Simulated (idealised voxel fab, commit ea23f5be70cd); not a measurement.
The process module presented herein is designated voxel capacitor over wiring.
This is section cut - it's 225 nm across, gridded in 5 nm square cells.
The cross-sections in this document take the form of a grid made of square cells. They are written out as bands, in order from top to bottom. Each band consists of one or more rows of cells. Per band: top height and bottom height in nm, followed by the left-to-right materials and their widths in nm; "throughout" marks a single material spanning edge to edge, "empty" marks empty space. Beneath 0, the wafer as received is one material, and that level is where height counting begins. The lowest band goes on downward without a bottom; it is written like "0 and below". Top row gets the first number, bottom row gets the second, and each row in between changes by the same step: that is how a band width like "30..40" works. Key: "identical to before" - step with no changed cell in the cross-section. Entry "Closed empty spaces" = empty spaces >= 8 cells with no open way to the top; each as width x height at distance, distance from left edge, all nm. That trailing text on a step's line, after the settings, is the simulator's own remark on the step. overlay nm: for a step with a mask, the amount by which the mask lay right of where it was planned; a negative amount means left of it.

-- This section lists the process steps that were planned
| 1 | RECEIVE (material Si) |
| 2 | CONFORMAL_DEP (material SiO2; thk nm 15) |
| 3 | CONFORMAL_DEP (material SiN; thk nm 5) |
| 4 | DIRECTIONAL_DEP (material SiO2; thk nm 25) |
| 5 | PATTERN (tone open; mask id METAL_1; material resist; width nm 30; pitch nm 80; thk nm 15; overlay nm 0) |
| 6 | DIRECTIONAL_ETCH (etch materials SiO2; depth nm 25) |
| 7 | DIRECTIONAL_ETCH (etch materials SiN; depth nm 5) |
| 8 | STRIP (etch materials resist) |
| 9 | CONFORMAL_DEP (material TiN; thk nm 5) |
| 10 | FILL_DEP (material W; thk nm 10) |
| 11 | CMP (height nm 45) |
| 12 | CONFORMAL_DEP (material SiCN; thk nm 5) |
| 13 | DIRECTIONAL_DEP (material lowk; thk nm 15) |
| 14 | PATTERN (tone open; mask id PLUG_1; material resist; width nm 15; thk nm 20; overlay nm 0) |
| 15 | DIRECTIONAL_ETCH (etch materials lowk; depth nm 15) |
| 16 | DIRECTIONAL_ETCH (etch materials SiCN; depth nm 5) |
| 17 | STRIP (etch materials resist) |
| 18 | EPI (material Ru; thk nm 10) |
| 19 | EPI (material Ru; thk nm 10) |
| 20 | DIRECTIONAL_DEP (material TiN; thk nm 10) |
| 21 | DIRECTIONAL_DEP (material HfO2; thk nm 5) |
| 22 | DIRECTIONAL_DEP (material TiN; thk nm 10) |
| 23 | MASKED_ETCH (tone cover; mask id UPPER_PLATE; width nm 55; etch materials TiN; depth nm 10; overlay nm 0) |
| 24 | MASKED_ETCH (tone cover; mask id UPPER_PLATE; width nm 55; etch materials HfO2; depth nm 5; overlay nm 0) |
| 25 | MASKED_ETCH (tone cover; mask id LOWER_PLATE; width nm 65; etch materials TiN; depth nm 10; overlay nm 0) |
| 26 | FILL_DEP (material SiO2; thk nm 20) |
| 27 | CMP (height nm 105) |
| 28 | PATTERN (tone open; mask id PLUG_2; material resist; width nm 15; thk nm 15; overlay nm -15) |
| 29 | DIRECTIONAL_ETCH (etch materials SiO2; depth nm 15) |
| 30 | STRIP (etch materials resist) |
| 31 | CONFORMAL_DEP (material TiN; thk nm 5) |
| 32 | FILL_DEP (material Ru; thk nm 10) |
| 33 | CMP (height nm 105) |
| 34 | CONFORMAL_DEP (material SiN; thk nm 5) |
Wafer-to-wafer difference: overlay nm, step 28. Common start. Plan = first wafer's value.

-- Sectional view: first of several wafers, as received, after step 1
  0 and below: Si throughout
  Closed empty spaces: none

-- Quick look at the cross-section of the first of several wafers after step 34, which wraps up the module
  110 down to 105: SiN throughout
  105 down to 95: SiO2 (65)  TiN (5)  Ru (5)  TiN (5)  SiO2 (145)
  95 down to 90: SiO2 (65)  TiN (15)  SiO2 (145)
  90 down to 80: SiO2 (70)  TiN (55)  SiO2 (100)
  80 down to 75: SiO2 (70)  HfO2 (55)  SiO2 (100)
  75 down to 65: SiO2 (65)  TiN (65)  SiO2 (95)
  65 down to 50: lowk (70)  Ru (15)  lowk (140)
  50 down to 45: SiCN (70)  Ru (15)  SiCN (140)
  45 down to 20: SiO2 (55)  TiN (5)  W (20)  TiN (5)  SiO2 (50)  TiN (5)  W (20)  TiN (5)  SiO2 (60)
  20 down to 15: SiN (55)  TiN (30)  SiN (50)  TiN (30)  SiN (60)
  15 down to 0: SiO2 throughout
  0 and below: Si throughout
  Closed empty spaces: none

-- End of module: cross-section, last of several wafers
  110 down to 105: SiN throughout
  105 down to 95: SiO2 (95)  TiN (5)  Ru (5)  TiN (5)  SiO2 (115)
  95 down to 90: SiO2 (95)  TiN (15)  SiO2 (115)
  90 down to 80: SiO2 (70)  TiN (55)  SiO2 (100)
  80 down to 75: SiO2 (70)  HfO2 (55)  SiO2 (100)
  75 down to 65: SiO2 (65)  TiN (65)  SiO2 (95)
  65 down to 50: lowk (70)  Ru (15)  lowk (140)
  50 down to 45: SiCN (70)  Ru (15)  SiCN (140)
  45 down to 20: SiO2 (55)  TiN (5)  W (20)  TiN (5)  SiO2 (50)  TiN (5)  W (20)  TiN (5)  SiO2 (60)
  20 down to 15: SiN (55)  TiN (30)  SiN (50)  TiN (30)  SiN (60)
  15 down to 0: SiO2 throughout
  0 and below: Si throughout
  Closed empty spaces: none

-- wafer rows; end of module; cells per material since receipt: (+) gained, (-) lost; then closed voids
overlay nm -15; +11 HfO2; +14 Ru; +42 SiCN; +78 SiN; +592 SiO2; +87 TiN; +40 W; +126 lowk; Closed empty spaces: none
overlay nm -10; +11 HfO2; +14 Ru; +42 SiCN; +78 SiN; +592 SiO2; +87 TiN; +40 W; +126 lowk; Closed empty spaces: none
overlay nm -5; +11 HfO2; +14 Ru; +42 SiCN; +78 SiN; +592 SiO2; +87 TiN; +40 W; +126 lowk; Closed empty spaces: none
overlay nm 0; +11 HfO2; +14 Ru; +42 SiCN; +78 SiN; +592 SiO2; +87 TiN; +40 W; +126 lowk; Closed empty spaces: none
overlay nm 5; +11 HfO2; +14 Ru; +42 SiCN; +78 SiN; +592 SiO2; +87 TiN; +40 W; +126 lowk; Closed empty spaces: none
overlay nm 10; +11 HfO2; +14 Ru; +42 SiCN; +78 SiN; +592 SiO2; +87 TiN; +40 W; +126 lowk; Closed empty spaces: none
overlay nm 15; +11 HfO2; +14 Ru; +42 SiCN; +78 SiN; +592 SiO2; +87 TiN; +40 W; +126 lowk; Closed empty spaces: none
